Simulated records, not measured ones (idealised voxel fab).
Process module under the name voxel ribs on slabs
FYI the section here is cut, 220 nm wide, cells are 5 nm squares.
We lay out every cross-section as a grid of square cells and spell it out in bands from the top down, where one band means one or more rows of cells. Within each band entry, the heights of the top and of the bottom of the band appear first, in that order and in nm; the materials of the band then follow from left to right, each with its corresponding width in nm. The designation "edge to edge" on a single material indicates that it fills the band from edge to edge; the designation "air" indicates empty space. It should be noted that heights are counted from 0, beneath which the wafer as supplied is of one material throughout, and that the lowest band possesses no lower boundary but continues downward, as written in "from 0 down". Read "30->40" as a graded width: first number on top, second number at the bottom, same change between each pair of neighbouring rows. Reading "nothing different" for a step: not a cell of the cross-section changed in it. For the entry "Closed void entries", the listed items are empty spaces with no open way to the top whose size is 8 cells or more; each item follows the pattern width x height at distance, where distance is from the left edge and all three are in nm. Anything after a step's settings on that line? It's the simulator's own note about the step. overlay nm: where the mask lay relative to plan, measured to the right, on steps with a mask; negatives go left.
# The steps planned for the process are as follows
1: RECEIVE,material Si
2: DIRECTIONAL_DEP,material SiO2,thk nm 20
3: DIRECTIONAL_DEP,material polySi,thk nm 20
4: PATTERN,tone cover,mask id RIB,material resist,width nm 20,thk nm 20,overlay nm 0
5: DIRECTIONAL_ETCH,etch materials polySi,depth nm 5
6: STRIP,etch materials resist
7: DIRECTIONAL_DEP,material aC,thk nm 10
8: PATTERN,tone cover,mask id SLAB,material resist,width nm 70,thk nm 30,overlay nm 0
9: DIRECTIONAL_ETCH,etch materials aC,depth nm 10
10: STRIP,etch materials resist
11: DIRECTIONAL_ETCH,etch materials polySi,depth nm 15
12: STRIP,etch materials aC
13: FILL_DEP,material SiO2,thk nm 20
14: CMP,height nm 55
15: DIRECTIONAL_DEP,material TiN,thk nm 10
16: PATTERN,tone cover,mask id HEATER,material resist,width nm 30,thk nm 15,overlay nm 0
17: DIRECTIONAL_ETCH,etch materials TiN,depth nm 10
18: STRIP,etch materials resist
19: CONFORMAL_DEP,material SiN,thk nm 5
# Delivered wafer in cross-section: state after step 1
    from 0 down  Si edge to edge
    Closed void entries: none
# The first of the two wafers as seen in cross-section once the module was finished; processing followed the plan
    from 70 to 65  90 of air; 40 of SiN; 90 of air
    from 65 to 60  90 of air; 5 of SiN; 30 of TiN; 5 of SiN; 90 of air
    from 60 to 55  95 of SiN; 30 of TiN; 95 of SiN
    from 55 to 40  SiO2 edge to edge
    from 40 to 35  100 of SiO2; 20 of polySi; 100 of SiO2
    from 35 to 20  75 of SiO2; 70 of polySi; 75 of SiO2
    from 20 to 0  SiO2 edge to edge
    from 0 down  Si edge to edge
    Closed void entries: none
# The second wafer, shown in cross-section after the module: started the same way as the first and given the same plan, yet one mistake crept into how it was run
    from 70 to 65  90 of air; 40 of SiN; 90 of air
    from 65 to 60  90 of air; 5 of SiN; 30 of TiN; 5 of SiN; 90 of air
    from 60 to 55  95 of SiN; 30 of TiN; 95 of SiN
    from 55 to 40  75 of SiO2; 70 of polySi; 75 of SiO2
    from 40 to 20  polySi edge to edge
    from 20 to 0  SiO2 edge to edge
    from 0 down  Si edge to edge
    Closed void entries: none
Nonconformance to the process plan: step 3 from the plan got run twice
Looking at both finished wafers in cells, the second ends up ahead of or behind the first on some materials: SiO2 -172, polySi +172
